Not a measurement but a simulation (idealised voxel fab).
process module | voxel wiring stack
cross-section cut | 265 nm wide | cells 5 nm
A cross-section is a grid of square cells, given in bands from the top down. A band is one or more rows of cells.
Each band's line starts with the height of the band's top and of its bottom, in nm. Then come its materials from left to right, each with its width in nm. One material with "throughout" fills the band from edge to edge. "air" is empty space.
Height 0 is the level under which the wafer as received is all one material. The lowest band goes on downwards, as in "0 down".
A width such as "30 to 40" changes by the same amount from each row of cells to the next, from the band's top row to its bottom row.
"no change" after a step means that no cell of the cross-section changed.
closed voids: empty space of 8 cells or more with no open way to the top, each as width x height at its distance from the left edge, in nm
after a step's settings: what the simulator itself notes on the step
overlay nm, on a step with a mask: how far to the right of its planned place the mask lay; to the left if negative
plan
1 op RECEIVE | material Si
2 op CONFORMAL_DEP | material SiO2 | thk nm 10
3 op CONFORMAL_DEP | material SiN | thk nm 5
4 op DIRECTIONAL_DEP | material SiO2 | thk nm 15
5 op DIRECTIONAL_DEP | material aC | thk nm 10
6 op PATTERN | tone open | mask id METAL_1 | material resist | width nm 20 | pitch nm 45 | thk nm 25 | overlay nm 0
7 op DIRECTIONAL_ETCH | etch materials aC | depth nm 10
8 op STRIP | etch materials resist
9 op DIRECTIONAL_ETCH | etch materials SiO2 | depth nm 15
10 op DIRECTIONAL_ETCH | etch materials SiN | depth nm 5
11 op STRIP | etch materials aC
12 op CONFORMAL_DEP | material TiN | thk nm 5
13 op FILL_DEP | material W | thk nm 10
14 op CMP | height nm 30
15 op CONFORMAL_DEP | material SiCN | thk nm 5
16 op DIRECTIONAL_DEP | material SiO2 | thk nm 35
17 op DIRECTIONAL_DEP | material aC | thk nm 10
18 op PATTERN | tone open | mask id METAL_2_HOLES | material resist | width nm 15 | pitch nm 90 | thk nm 30 | overlay nm 0
19 op DIRECTIONAL_ETCH | etch materials aC | depth nm 10
20 op STRIP | etch materials resist
21 op DIRECTIONAL_ETCH | etch materials SiO2 | depth nm 35
22 op STRIP | etch materials aC
23 op MASKED_ETCH | tone open | mask id METAL_2 | width nm 20 | pitch nm 45 | etch materials SiO2 | depth nm 20 | overlay nm 0
24 op MASKED_ETCH | tone open | mask id METAL_2 | width nm 20 | pitch nm 45 | etch materials SiCN | depth nm 5 | overlay nm 0
25 op CONFORMAL_DEP | material TiN | thk nm 5
26 op FILL_DEP | material Cu | thk nm 10
27 op CMP | height nm 70
28 op CONFORMAL_DEP | material SiCN | thk nm 5
29 op DIRECTIONAL_DEP | material lowk | thk nm 25
30 op PATTERN | tone open | mask id METAL_3 | material resist | width nm 20 | pitch nm 45 | thk nm 20 | overlay nm 0
31 op DIRECTIONAL_ETCH | etch materials lowk | depth nm 15
32 op STRIP | etch materials resist
33 op MASKED_ETCH | tone open | mask id METAL_3_HOLES | width nm 15 | pitch nm 45 | etch materials lowk | depth nm 10 | overlay nm 0
34 op MASKED_ETCH | tone open | mask id METAL_3_HOLES | width nm 15 | pitch nm 45 | etch materials SiCN | depth nm 5 | overlay nm 0
35 op CONFORMAL_DEP | material TiN | thk nm 5
36 op FILL_DEP | material Cu | thk nm 10
37 op CMP | height nm 100
38 op CONFORMAL_DEP | material SiCN | thk nm 5
39 op DIRECTIONAL_DEP | material lowk | thk nm 25
40 op MASKED_ETCH | tone open | mask id METAL_4_HOLES | width nm 15 | pitch nm 45 | etch materials lowk | depth nm 25 | overlay nm 0
41 op MASKED_ETCH | tone open | mask id METAL_4 | width nm 20 | pitch nm 45 | etch materials lowk | depth nm 15 | overlay nm 0
42 op MASKED_ETCH | tone open | mask id METAL_4 | width nm 20 | pitch nm 45 | etch materials SiCN | depth nm 5 | overlay nm 0
43 op CONFORMAL_DEP | material TiN | thk nm 5
44 op FILL_DEP | material Ru | thk nm 10
45 op CMP | height nm 130
46 op CONFORMAL_DEP | material SiCN | thk nm 5
first wafer, as planned
as received, after step 1
  0 down: Si throughout
  closed voids: none
after step 2
  10 to 0: SiO2 throughout
  below 0: unchanged
after step 3
  15 to 10: SiN throughout
  below 10: unchanged
after step 4
  30 to 15: SiO2 throughout
  below 15: unchanged
after step 5
  40 to 30: aC throughout
  below 30: unchanged
after step 6
  65 to 40: resist 55 | air 20 | resist 25 | air 20 | resist 25 | air 20 | resist 25 | air 20 | resist 55
  below 40: unchanged
after step 7
  55 to 40: resist 55 | air 20 | resist 25 | air 20 | resist 25 | air 20 | resist 25 | air 20 | resist 55
  40 to 30: aC 55 | air 20 | aC 25 | air 20 | aC 25 | air 20 | aC 25 | air 20 | aC 55
  below 30: unchanged
after step 8
  40 to 30: aC 55 | air 20 | aC 25 | air 20 | aC 25 | air 20 | aC 25 | air 20 | aC 55
  below 30: unchanged
after step 9
  40 to 30: aC 55 | air 20 | aC 25 | air 20 | aC 25 | air 20 | aC 25 | air 20 | aC 55
  30 to 15: SiO2 55 | air 20 | SiO2 25 | air 20 | SiO2 25 | air 20 | SiO2 25 | air 20 | SiO2 55
  below 15: unchanged
after step 10
  40 to 30: aC 55 | air 20 | aC 25 | air 20 | aC 25 | air 20 | aC 25 | air 20 | aC 55
  30 to 15: SiO2 55 | air 20 | SiO2 25 | air 20 | SiO2 25 | air 20 | SiO2 25 | air 20 | SiO2 55
  15 to 10: SiN 55 | air 20 | SiN 25 | air 20 | SiN 25 | air 20 | SiN 25 | air 20 | SiN 55
  below 10: unchanged
after step 11
  30 to 15: SiO2 55 | air 20 | SiO2 25 | air 20 | SiO2 25 | air 20 | SiO2 25 | air 20 | SiO2 55
  below 15: unchanged
after step 12
  35 to 30: TiN 60 | air 10 | TiN 35 | air 10 | TiN 35 | air 10 | TiN 35 | air 10 | TiN 60
  30 to 15: SiO2 55 | TiN 5 | air 10 | TiN 5 | SiO2 25 | TiN 5 | air 10 | TiN 5 | SiO2 25 | TiN 5 | air 10 | TiN 5 | SiO2 25 | TiN 5 | air 10 | TiN 5 | SiO2 55
  15 to 10: SiN 55 | TiN 20 | SiN 25 | TiN 20 | SiN 25 | TiN 20 | SiN 25 | TiN 20 | SiN 55
  below 10: unchanged
after step 13
  45 to 35: W throughout
  35 to 30: TiN 60 | W 10 | TiN 35 | W 10 | TiN 35 | W 10 | TiN 35 | W 10 | TiN 60
  30 to 15: SiO2 55 | TiN 5 | W 10 | TiN 5 | SiO2 25 | TiN 5 | W 10 | TiN 5 | SiO2 25 | TiN 5 | W 10 | TiN 5 | SiO2 25 | TiN 5 | W 10 | TiN 5 | SiO2 55
  below 15: unchanged
after step 14
  30 to 15: SiO2 55 | TiN 5 | W 10 | TiN 5 | SiO2 25 | TiN 5 | W 10 | TiN 5 | SiO2 25 | TiN 5 | W 10 | TiN 5 | SiO2 25 | TiN 5 | W 10 | TiN 5 | SiO2 55
  below 15: unchanged
after step 15
  35 to 30: SiCN throughout
  below 30: unchanged
after step 16
  70 to 35: SiO2 throughout
  below 35: unchanged
after step 17
  80 to 70: aC throughout
  below 70: unchanged
after step 18
  110 to 80: resist 55 | air 15 | resist 75 | air 15 | resist 105
  below 80: unchanged
after step 19
  100 to 80: resist 55 | air 15 | resist 75 | air 15 | resist 105
  80 to 70: aC 55 | air 15 | aC 75 | air 15 | aC 105
  below 70: unchanged
after step 20
  80 to 70: aC 55 | air 15 | aC 75 | air 15 | aC 105
  below 70: unchanged
after step 21
  80 to 70: aC 55 | air 15 | aC 75 | air 15 | aC 105
  70 to 35: SiO2 55 | air 15 | SiO2 75 | air 15 | SiO2 105
  below 35: unchanged
after step 22
  70 to 35: SiO2 55 | air 15 | SiO2 75 | air 15 | SiO2 105
  below 35: unchanged
after step 23
  70 to 50: SiO2 55 | air 20 | SiO2 25 | air 20 | SiO2 25 | air 20 | SiO2 25 | air 20 | SiO2 55
  below 50: unchanged
after step 24
  70 to 50: SiO2 55 | air 20 | SiO2 25 | air 20 | SiO2 25 | air 20 | SiO2 25 | air 20 | SiO2 55
  50 to 35: SiO2 55 | air 15 | SiO2 75 | air 15 | SiO2 105
  35 to 30: SiCN 55 | air 15 | SiCN 75 | air 15 | SiCN 105
  below 30: unchanged
after step 25
  75 to 70: TiN 60 | air 10 | TiN 35 | air 10 | TiN 35 | air 10 | TiN 35 | air 10 | TiN 60
  70 to 55: SiO2 55 | TiN 5 | air 10 | TiN 5 | SiO2 25 | TiN 5 | air 10 | TiN 5 | SiO2 25 | TiN 5 | air 10 | TiN 5 | SiO2 25 | TiN 5 | air 10 | TiN 5 | SiO2 55
  55 to 50: SiO2 55 | TiN 5 | air 5 | TiN 10 | SiO2 25 | TiN 20 | SiO2 25 | TiN 5 | air 5 | TiN 10 | SiO2 25 | TiN 20 | SiO2 55
  50 to 35: SiO2 55 | TiN 5 | air 5 | TiN 5 | SiO2 75 | TiN 5 | air 5 | TiN 5 | SiO2 105
  35 to 30: SiCN 55 | TiN 15 | SiCN 75 | TiN 15 | SiCN 105
  below 30: unchanged
after step 26
  85 to 75: Cu throughout
  75 to 70: TiN 60 | Cu 10 | TiN 35 | Cu 10 | TiN 35 | Cu 10 | TiN 35 | Cu 10 | TiN 60
  70 to 55: SiO2 55 | TiN 5 | Cu 10 | TiN 5 | SiO2 25 | TiN 5 | Cu 10 | TiN 5 | SiO2 25 | TiN 5 | Cu 10 | TiN 5 | SiO2 25 | TiN 5 | Cu 10 | TiN 5 | SiO2 55
  55 to 50: SiO2 55 | TiN 5 | Cu 5 | TiN 10 | SiO2 25 | TiN 20 | SiO2 25 | TiN 5 | Cu 5 | TiN 10 | SiO2 25 | TiN 20 | SiO2 55
  50 to 35: SiO2 55 | TiN 5 | Cu 5 | TiN 5 | SiO2 75 | TiN 5 | Cu 5 | TiN 5 | SiO2 105
  below 35: unchanged
after step 27
  70 to 55: SiO2 55 | TiN 5 | Cu 10 | TiN 5 | SiO2 25 | TiN 5 | Cu 10 | TiN 5 | SiO2 25 | TiN 5 | Cu 10 | TiN 5 | SiO2 25 | TiN 5 | Cu 10 | TiN 5 | SiO2 55
  below 55: unchanged
after step 28
  75 to 70: SiCN throughout
  below 70: unchanged
after step 29
  100 to 75: lowk throughout
  below 75: unchanged
after step 30
  120 to 100: resist 55 | air 20 | resist 25 | air 20 | resist 25 | air 20 | resist 25 | air 20 | resist 55
  below 100: unchanged
after step 31
  120 to 100: resist 55 | air 20 | resist 25 | air 20 | resist 25 | air 20 | resist 25 | air 20 | resist 55
  100 to 85: lowk 55 | air 20 | lowk 25 | air 20 | lowk 25 | air 20 | lowk 25 | air 20 | lowk 55
  below 85: unchanged
after step 32
  100 to 85: lowk 55 | air 20 | lowk 25 | air 20 | lowk 25 | air 20 | lowk 25 | air 20 | lowk 55
  below 85: unchanged
after step 33
  100 to 85: lowk 55 | air 20 | lowk 25 | air 20 | lowk 25 | air 20 | lowk 25 | air 20 | lowk 55
  85 to 75: lowk 55 | air 15 | lowk 30 | air 15 | lowk 30 | air 15 | lowk 30 | air 15 | lowk 60
  below 75: unchanged
after step 34
  100 to 85: lowk 55 | air 20 | lowk 25 | air 20 | lowk 25 | air 20 | lowk 25 | air 20 | lowk 55
  85 to 75: lowk 55 | air 15 | lowk 30 | air 15 | lowk 30 | air 15 | lowk 30 | air 15 | lowk 60
  75 to 70: SiCN 55 | air 15 | SiCN 30 | air 15 | SiCN 30 | air 15 | SiCN 30 | air 15 | SiCN 60
  below 70: unchanged
after step 35
  105 to 100: TiN 60 | air 10 | TiN 35 | air 10 | TiN 35 | air 10 | TiN 35 | air 10 | TiN 60
  100 to 90: lowk 55 | TiN 5 | air 10 | TiN 5 | lowk 25 | TiN 5 | air 10 | TiN 5 | lowk 25 | TiN 5 | air 10 | TiN 5 | lowk 25 | TiN 5 | air 10 | TiN 5 | lowk 55
  90 to 85: lowk 55 | TiN 5 | air 5 | TiN 10 | lowk 25 | TiN 5 | air 5 | TiN 10 | lowk 25 | TiN 5 | air 5 | TiN 10 | lowk 25 | TiN 5 | air 5 | TiN 10 | lowk 55
  85 to 75: lowk 55 | TiN 5 | air 5 | TiN 5 | lowk 30 | TiN 5 | air 5 | TiN 5 | lowk 30 | TiN 5 | air 5 | TiN 5 | lowk 30 | TiN 5 | air 5 | TiN 5 | lowk 60
  75 to 70: SiCN 55 | TiN 15 | SiCN 30 | TiN 15 | SiCN 30 | TiN 15 | SiCN 30 | TiN 15 | SiCN 60
  below 70: unchanged
after step 36
  115 to 105: Cu throughout
  105 to 100: TiN 60 | Cu 10 | TiN 35 | Cu 10 | TiN 35 | Cu 10 | TiN 35 | Cu 10 | TiN 60
  100 to 90: lowk 55 | TiN 5 | Cu 10 | TiN 5 | lowk 25 | TiN 5 | Cu 10 | TiN 5 | lowk 25 | TiN 5 | Cu 10 | TiN 5 | lowk 25 | TiN 5 | Cu 10 | TiN 5 | lowk 55
  90 to 85: lowk 55 | TiN 5 | Cu 5 | TiN 10 | lowk 25 | TiN 5 | Cu 5 | TiN 10 | lowk 25 | TiN 5 | Cu 5 | TiN 10 | lowk 25 | TiN 5 | Cu 5 | TiN 10 | lowk 55
  85 to 75: lowk 55 | TiN 5 | Cu 5 | TiN 5 | lowk 30 | TiN 5 | Cu 5 | TiN 5 | lowk 30 | TiN 5 | Cu 5 | TiN 5 | lowk 30 | TiN 5 | Cu 5 | TiN 5 | lowk 60
  below 75: unchanged
after step 37
  100 to 90: lowk 55 | TiN 5 | Cu 10 | TiN 5 | lowk 25 | TiN 5 | Cu 10 | TiN 5 | lowk 25 | TiN 5 | Cu 10 | TiN 5 | lowk 25 | TiN 5 | Cu 10 | TiN 5 | lowk 55
  below 90: unchanged
after step 38
  105 to 100: SiCN throughout
  below 100: unchanged
after step 39
  130 to 105: lowk throughout
  below 105: unchanged
after step 40
  130 to 105: lowk 55 | air 15 | lowk 30 | air 15 | lowk 30 | air 15 | lowk 30 | air 15 | lowk 60
  below 105: unchanged
after step 41
  130 to 115: lowk 55 | air 20 | lowk 25 | air 20 | lowk 25 | air 20 | lowk 25 | air 20 | lowk 55
  below 115: unchanged
after step 42
  130 to 115: lowk 55 | air 20 | lowk 25 | air 20 | lowk 25 | air 20 | lowk 25 | air 20 | lowk 55
  115 to 105: lowk 55 | air 15 | lowk 30 | air 15 | lowk 30 | air 15 | lowk 30 | air 15 | lowk 60
  105 to 100: SiCN 55 | air 15 | SiCN 30 | air 15 | SiCN 30 | air 15 | SiCN 30 | air 15 | SiCN 60
  below 100: unchanged
after step 43
  135 to 130: TiN 60 | air 10 | TiN 35 | air 10 | TiN 35 | air 10 | TiN 35 | air 10 | TiN 60
  130 to 120: lowk 55 | TiN 5 | air 10 | TiN 5 | lowk 25 | TiN 5 | air 10 | TiN 5 | lowk 25 | TiN 5 | air 10 | TiN 5 | lowk 25 | TiN 5 | air 10 | TiN 5 | lowk 55
  120 to 115: lowk 55 | TiN 5 | air 5 | TiN 10 | lowk 25 | TiN 5 | air 5 | TiN 10 | lowk 25 | TiN 5 | air 5 | TiN 10 | lowk 25 | TiN 5 | air 5 | TiN 10 | lowk 55
  115 to 105: lowk 55 | TiN 5 | air 5 | TiN 5 | lowk 30 | TiN 5 | air 5 | TiN 5 | lowk 30 | TiN 5 | air 5 | TiN 5 | lowk 30 | TiN 5 | air 5 | TiN 5 | lowk 60
  105 to 100: SiCN 55 | TiN 15 | SiCN 30 | TiN 15 | SiCN 30 | TiN 15 | SiCN 30 | TiN 15 | SiCN 60
  below 100: unchanged
after step 44
  145 to 135: Ru throughout
  135 to 130: TiN 60 | Ru 10 | TiN 35 | Ru 10 | TiN 35 | Ru 10 | TiN 35 | Ru 10 | TiN 60
  130 to 120: lowk 55 | TiN 5 | Ru 10 | TiN 5 | lowk 25 | TiN 5 | Ru 10 | TiN 5 | lowk 25 | TiN 5 | Ru 10 | TiN 5 | lowk 25 | TiN 5 | Ru 10 | TiN 5 | lowk 55
  120 to 115: lowk 55 | TiN 5 | Ru 5 | TiN 10 | lowk 25 | TiN 5 | Ru 5 | TiN 10 | lowk 25 | TiN 5 | Ru 5 | TiN 10 | lowk 25 | TiN 5 | Ru 5 | TiN 10 | lowk 55
  115 to 105: lowk 55 | TiN 5 | Ru 5 | TiN 5 | lowk 30 | TiN 5 | Ru 5 | TiN 5 | lowk 30 | TiN 5 | Ru 5 | TiN 5 | lowk 30 | TiN 5 | Ru 5 | TiN 5 | lowk 60
  below 105: unchanged
after step 45
  130 to 120: lowk 55 | TiN 5 | Ru 10 | TiN 5 | lowk 25 | TiN 5 | Ru 10 | TiN 5 | lowk 25 | TiN 5 | Ru 10 | TiN 5 | lowk 25 | TiN 5 | Ru 10 | TiN 5 | lowk 55
  below 120: unchanged
after step 46
  135 to 130: SiCN throughout
  below 130: unchanged
second wafer: like start, like plan, one mistake. Through step 22 it matches the first wafer
when step 23 should have ended
  70 to 45: SiO2 55 | air 20 | SiO2 25 | air 20 | SiO2 25 | air 20 | SiO2 25 | air 20 | SiO2 55
  below 45: unchanged
when step 24 should have ended
  70 to 45: SiO2 55 | air 20 | SiO2 25 | air 20 | SiO2 25 | air 20 | SiO2 25 | air 20 | SiO2 55
  45 to 35: SiO2 55 | air 15 | SiO2 75 | air 15 | SiO2 105
  35 to 30: SiCN 55 | air 15 | SiCN 75 | air 15 | SiCN 105
  below 30: unchanged
when step 25 should have ended
  75 to 70: TiN 60 | air 10 | TiN 35 | air 10 | TiN 35 | air 10 | TiN 35 | air 10 | TiN 60
  70 to 50: SiO2 55 | TiN 5 | air 10 | TiN 5 | SiO2 25 | TiN 5 | air 10 | TiN 5 | SiO2 25 | TiN 5 | air 10 | TiN 5 | SiO2 25 | TiN 5 | air 10 | TiN 5 | SiO2 55
  50 to 45: SiO2 55 | TiN 5 | air 5 | TiN 10 | SiO2 25 | TiN 20 | SiO2 25 | TiN 5 | air 5 | TiN 10 | SiO2 25 | TiN 20 | SiO2 55
  45 to 35: SiO2 55 | TiN 5 | air 5 | TiN 5 | SiO2 75 | TiN 5 | air 5 | TiN 5 | SiO2 105
  35 to 30: SiCN 55 | TiN 15 | SiCN 75 | TiN 15 | SiCN 105
  below 30: unchanged
when step 26 should have ended
  85 to 75: Cu throughout
  75 to 70: TiN 60 | Cu 10 | TiN 35 | Cu 10 | TiN 35 | Cu 10 | TiN 35 | Cu 10 | TiN 60
  70 to 50: SiO2 55 | TiN 5 | Cu 10 | TiN 5 | SiO2 25 | TiN 5 | Cu 10 | TiN 5 | SiO2 25 | TiN 5 | Cu 10 | TiN 5 | SiO2 25 | TiN 5 | Cu 10 | TiN 5 | SiO2 55
  50 to 45: SiO2 55 | TiN 5 | Cu 5 | TiN 10 | SiO2 25 | TiN 20 | SiO2 25 | TiN 5 | Cu 5 | TiN 10 | SiO2 25 | TiN 20 | SiO2 55
  45 to 35: SiO2 55 | TiN 5 | Cu 5 | TiN 5 | SiO2 75 | TiN 5 | Cu 5 | TiN 5 | SiO2 105
  below 35: unchanged
when step 27 should have ended
  70 to 50: SiO2 55 | TiN 5 | Cu 10 | TiN 5 | SiO2 25 | TiN 5 | Cu 10 | TiN 5 | SiO2 25 | TiN 5 | Cu 10 | TiN 5 | SiO2 25 | TiN 5 | Cu 10 | TiN 5 | SiO2 55
  below 50: unchanged
when step 28 should have ended
  75 to 70: SiCN throughout
  below 70: unchanged
when step 29 should have ended
  100 to 75: lowk throughout
  below 75: unchanged
when step 30 should have ended
  120 to 100: resist 55 | air 20 | resist 25 | air 20 | resist 25 | air 20 | resist 25 | air 20 | resist 55
  below 100: unchanged
when step 31 should have ended
  120 to 100: resist 55 | air 20 | resist 25 | air 20 | resist 25 | air 20 | resist 25 | air 20 | resist 55
  100 to 85: lowk 55 | air 20 | lowk 25 | air 20 | lowk 25 | air 20 | lowk 25 | air 20 | lowk 55
  below 85: unchanged
when step 32 should have ended
  100 to 85: lowk 55 | air 20 | lowk 25 | air 20 | lowk 25 | air 20 | lowk 25 | air 20 | lowk 55
  below 85: unchanged
when step 33 should have ended
  100 to 85: lowk 55 | air 20 | lowk 25 | air 20 | lowk 25 | air 20 | lowk 25 | air 20 | lowk 55
  85 to 75: lowk 55 | air 15 | lowk 30 | air 15 | lowk 30 | air 15 | lowk 30 | air 15 | lowk 60
  below 75: unchanged
when step 34 should have ended
  100 to 85: lowk 55 | air 20 | lowk 25 | air 20 | lowk 25 | air 20 | lowk 25 | air 20 | lowk 55
  85 to 75: lowk 55 | air 15 | lowk 30 | air 15 | lowk 30 | air 15 | lowk 30 | air 15 | lowk 60
  75 to 70: SiCN 55 | air 15 | SiCN 30 | air 15 | SiCN 30 | air 15 | SiCN 30 | air 15 | SiCN 60
  below 70: unchanged
when step 35 should have ended
  105 to 100: TiN 60 | air 10 | TiN 35 | air 10 | TiN 35 | air 10 | TiN 35 | air 10 | TiN 60
  100 to 90: lowk 55 | TiN 5 | air 10 | TiN 5 | lowk 25 | TiN 5 | air 10 | TiN 5 | lowk 25 | TiN 5 | air 10 | TiN 5 | lowk 25 | TiN 5 | air 10 | TiN 5 | lowk 55
  90 to 85: lowk 55 | TiN 5 | air 5 | TiN 10 | lowk 25 | TiN 5 | air 5 | TiN 10 | lowk 25 | TiN 5 | air 5 | TiN 10 | lowk 25 | TiN 5 | air 5 | TiN 10 | lowk 55
  85 to 75: lowk 55 | TiN 5 | air 5 | TiN 5 | lowk 30 | TiN 5 | air 5 | TiN 5 | lowk 30 | TiN 5 | air 5 | TiN 5 | lowk 30 | TiN 5 | air 5 | TiN 5 | lowk 60
  75 to 70: SiCN 55 | TiN 15 | SiCN 30 | TiN 15 | SiCN 30 | TiN 15 | SiCN 30 | TiN 15 | SiCN 60
  below 70: unchanged
when step 36 should have ended
  115 to 105: Cu throughout
  105 to 100: TiN 60 | Cu 10 | TiN 35 | Cu 10 | TiN 35 | Cu 10 | TiN 35 | Cu 10 | TiN 60
  100 to 90: lowk 55 | TiN 5 | Cu 10 | TiN 5 | lowk 25 | TiN 5 | Cu 10 | TiN 5 | lowk 25 | TiN 5 | Cu 10 | TiN 5 | lowk 25 | TiN 5 | Cu 10 | TiN 5 | lowk 55
  90 to 85: lowk 55 | TiN 5 | Cu 5 | TiN 10 | lowk 25 | TiN 5 | Cu 5 | TiN 10 | lowk 25 | TiN 5 | Cu 5 | TiN 10 | lowk 25 | TiN 5 | Cu 5 | TiN 10 | lowk 55
  85 to 75: lowk 55 | TiN 5 | Cu 5 | TiN 5 | lowk 30 | TiN 5 | Cu 5 | TiN 5 | lowk 30 | TiN 5 | Cu 5 | TiN 5 | lowk 30 | TiN 5 | Cu 5 | TiN 5 | lowk 60
  below 75: unchanged
when step 37 should have ended
  100 to 90: lowk 55 | TiN 5 | Cu 10 | TiN 5 | lowk 25 | TiN 5 | Cu 10 | TiN 5 | lowk 25 | TiN 5 | Cu 10 | TiN 5 | lowk 25 | TiN 5 | Cu 10 | TiN 5 | lowk 55
  below 90: unchanged
when step 38 should have ended
  105 to 100: SiCN throughout
  below 100: unchanged
when step 39 should have ended
  130 to 105: lowk throughout
  below 105: unchanged
when step 40 should have ended
  130 to 105: lowk 55 | air 15 | lowk 30 | air 15 | lowk 30 | air 15 | lowk 30 | air 15 | lowk 60
  below 105: unchanged
when step 41 should have ended
  130 to 115: lowk 55 | air 20 | lowk 25 | air 20 | lowk 25 | air 20 | lowk 25 | air 20 | lowk 55
  below 115: unchanged
when step 42 should have ended
  130 to 115: lowk 55 | air 20 | lowk 25 | air 20 | lowk 25 | air 20 | lowk 25 | air 20 | lowk 55
  115 to 105: lowk 55 | air 15 | lowk 30 | air 15 | lowk 30 | air 15 | lowk 30 | air 15 | lowk 60
  105 to 100: SiCN 55 | air 15 | SiCN 30 | air 15 | SiCN 30 | air 15 | SiCN 30 | air 15 | SiCN 60
  below 100: unchanged
when step 43 should have ended
  135 to 130: TiN 60 | air 10 | TiN 35 | air 10 | TiN 35 | air 10 | TiN 35 | air 10 | TiN 60
  130 to 120: lowk 55 | TiN 5 | air 10 | TiN 5 | lowk 25 | TiN 5 | air 10 | TiN 5 | lowk 25 | TiN 5 | air 10 | TiN 5 | lowk 25 | TiN 5 | air 10 | TiN 5 | lowk 55
  120 to 115: lowk 55 | TiN 5 | air 5 | TiN 10 | lowk 25 | TiN 5 | air 5 | TiN 10 | lowk 25 | TiN 5 | air 5 | TiN 10 | lowk 25 | TiN 5 | air 5 | TiN 10 | lowk 55
  115 to 105: lowk 55 | TiN 5 | air 5 | TiN 5 | lowk 30 | TiN 5 | air 5 | TiN 5 | lowk 30 | TiN 5 | air 5 | TiN 5 | lowk 30 | TiN 5 | air 5 | TiN 5 | lowk 60
  105 to 100: SiCN 55 | TiN 15 | SiCN 30 | TiN 15 | SiCN 30 | TiN 15 | SiCN 30 | TiN 15 | SiCN 60
  below 100: unchanged
when step 44 should have ended
  145 to 135: Ru throughout
  135 to 130: TiN 60 | Ru 10 | TiN 35 | Ru 10 | TiN 35 | Ru 10 | TiN 35 | Ru 10 | TiN 60
  130 to 120: lowk 55 | TiN 5 | Ru 10 | TiN 5 | lowk 25 | TiN 5 | Ru 10 | TiN 5 | lowk 25 | TiN 5 | Ru 10 | TiN 5 | lowk 25 | TiN 5 | Ru 10 | TiN 5 | lowk 55
  120 to 115: lowk 55 | TiN 5 | Ru 5 | TiN 10 | lowk 25 | TiN 5 | Ru 5 | TiN 10 | lowk 25 | TiN 5 | Ru 5 | TiN 10 | lowk 25 | TiN 5 | Ru 5 | TiN 10 | lowk 55
  115 to 105: lowk 55 | TiN 5 | Ru 5 | TiN 5 | lowk 30 | TiN 5 | Ru 5 | TiN 5 | lowk 30 | TiN 5 | Ru 5 | TiN 5 | lowk 30 | TiN 5 | Ru 5 | TiN 5 | lowk 60
  below 105: unchanged
when step 45 should have ended
  130 to 120: lowk 55 | TiN 5 | Ru 10 | TiN 5 | lowk 25 | TiN 5 | Ru 10 | TiN 5 | lowk 25 | TiN 5 | Ru 10 | TiN 5 | lowk 25 | TiN 5 | Ru 10 | TiN 5 | lowk 55
  below 120: unchanged
when step 46 should have ended
  135 to 130: SiCN throughout
  below 130: unchanged
what went wrong: step 23 ran as: op MASKED_ETCH | tone open | mask id METAL_2 | width nm 20 | pitch nm 45 | etch materials SiO2 | depth nm 25 | overlay nm 0
at the end the second wafer has, in cells: 6 more of Cu | 10 fewer of SiO2 | 4 more of TiN
